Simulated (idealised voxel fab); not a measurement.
Documented hereafter: the process module known as voxel air gaps.
Square cells of 5 nm make up the cross-section cut, whose width is 280 nm.
Cross-section layout: square cells on a grid; listed as bands, top to bottom; a band spans one or more cell rows. A band entry consists of two parts. The first gives the height of the band's top and the height of its bottom, in nm. The rest lists the band's materials from left to right, each with its width in nm. A single material labelled with the word "everywhere" fills the band from edge to edge, and the word "empty" marks empty space. The level at which height equals 0 is the one under which the wafer, as it arrives, is entirely one material. No lower edge exists for the bottom band, which continues downward and is notated as in "z 0 and below". The width entry "30..40" should be interpreted row by row: the top row of cells in the band takes the first number, the bottom row takes the second number, and the change between adjacent rows is uniform throughout. "everything unchanged" for a step: no cell of the cross-section changed in that step. In "Sealed internal voids" the enclosed voids are listed, meaning empty spaces of 8 cells or larger without any opening to the top. The form is width x height at distance, distance from the left edge, units nm. Post-settings text on a step line: simulator's own remark regarding the step. overlay nm: mask offset rightward from planned place, masked step; negative means leftward offset.
The process steps that were planned are listed below
1. op RECEIVE | material Si
2. op CONFORMAL_DEP | material SiO2 | thk nm 10
3. op CONFORMAL_DEP | material SiCN | thk nm 5
4. op DIRECTIONAL_DEP | material SiO2 | thk nm 35
5. op MASKED_ETCH | tone open | mask id LINES | width nm 25 | pitch nm 50 | etch materials SiO2 | depth nm 35 | overlay nm 0
6. op CONFORMAL_DEP | material TiN | thk nm 5
7. op FILL_DEP | material Cu | thk nm 10
8. op CMP | height nm 50
9. op EPI | material Ru | thk nm 10
10. op SELECTIVE_ETCH | etch materials SiO2 | depth nm 45
11. op CONFORMAL_DEP | material SiCN | thk nm 5
Cross-sectional view of the wafer in its as-received condition, corresponding to the state after step 1
  z 0 and below  Si everywhere
  Sealed internal voids: none
The first of two wafers, cross-sectioned at the end of the module, with the run proceeding as planned
  z 65 to 60  35 empty | 205 SiCN | 40 empty
  z 60 to 50  35 empty | 5 SiCN | 45 Ru | 5 SiCN | 45 Ru | 5 SiCN | 45 Ru | 5 SiCN | 45 Ru | 5 SiCN | 40 empty
  z 50 to 45  35 empty | 15 SiCN | 5 TiN | 15 Cu | 5 TiN | 25 SiCN | 5 TiN | 15 Cu | 5 TiN | 25 SiCN | 5 TiN | 15 Cu | 5 TiN | 25 SiCN | 5 TiN | 15 Cu | 5 TiN | 15 SiCN | 40 empty
  z 45 to 20  45 empty | 5 SiCN | 5 TiN | 15 Cu | 5 TiN | 5 SiCN | 15 empty | 5 SiCN | 5 TiN | 15 Cu | 5 TiN | 5 SiCN | 15 empty | 5 SiCN | 5 TiN | 15 Cu | 5 TiN | 5 SiCN | 15 empty | 5 SiCN | 5 TiN | 15 Cu | 5 TiN | 5 SiCN | 50 empty
  z 20 to 15  50 SiCN | 25 TiN | 25 SiCN | 25 TiN | 25 SiCN | 25 TiN | 25 SiCN | 25 TiN | 55 SiCN
  z 15 to 10  SiCN everywhere
  z 10 to 0  SiO2 everywhere
  z 0 and below  Si everywhere
  Sealed internal voids: 15 x 25 at 80; 15 x 25 at 130; 15 x 25 at 180
Cross-section of the latter of the two wafers at module completion. It had an identical start and an identical plan to the former; in running it, one mistake was made
  z 65 to 50  35 empty | 205 Ru | 40 empty
  z 50 to 45  35 empty | 15 Ru | 5 TiN | 15 Cu | 5 TiN | 25 Ru | 5 TiN | 15 Cu | 5 TiN | 25 Ru | 5 TiN | 15 Cu | 5 TiN | 25 Ru | 5 TiN | 15 Cu | 5 TiN | 15 Ru | 40 empty
  z 45 to 20  45 empty | 5 Ru | 5 TiN | 15 Cu | 5 TiN | 5 Ru | 15 empty | 5 Ru | 5 TiN | 15 Cu | 5 TiN | 5 Ru | 15 empty | 5 Ru | 5 TiN | 15 Cu | 5 TiN | 5 Ru | 15 empty | 5 Ru | 5 TiN | 15 Cu | 5 TiN | 5 Ru | 50 empty
  z 20 to 15  50 Ru | 25 TiN | 25 Ru | 25 TiN | 25 Ru | 25 TiN | 25 Ru | 25 TiN | 55 Ru
  z 15 to 10  SiCN everywhere
  z 10 to 0  SiO2 everywhere
  z 0 and below  Si everywhere
  Sealed internal voids: 15 x 25 at 80; 15 x 25 at 130; 15 x 25 at 180
what went wrong: off-plan run, step 11, actual operation and settings op CONFORMAL_DEP | material Ru | thk nm 5
Final tally in cells, some materials are higher or lower on the second wafer than on the first: Ru +148; SiCN -148
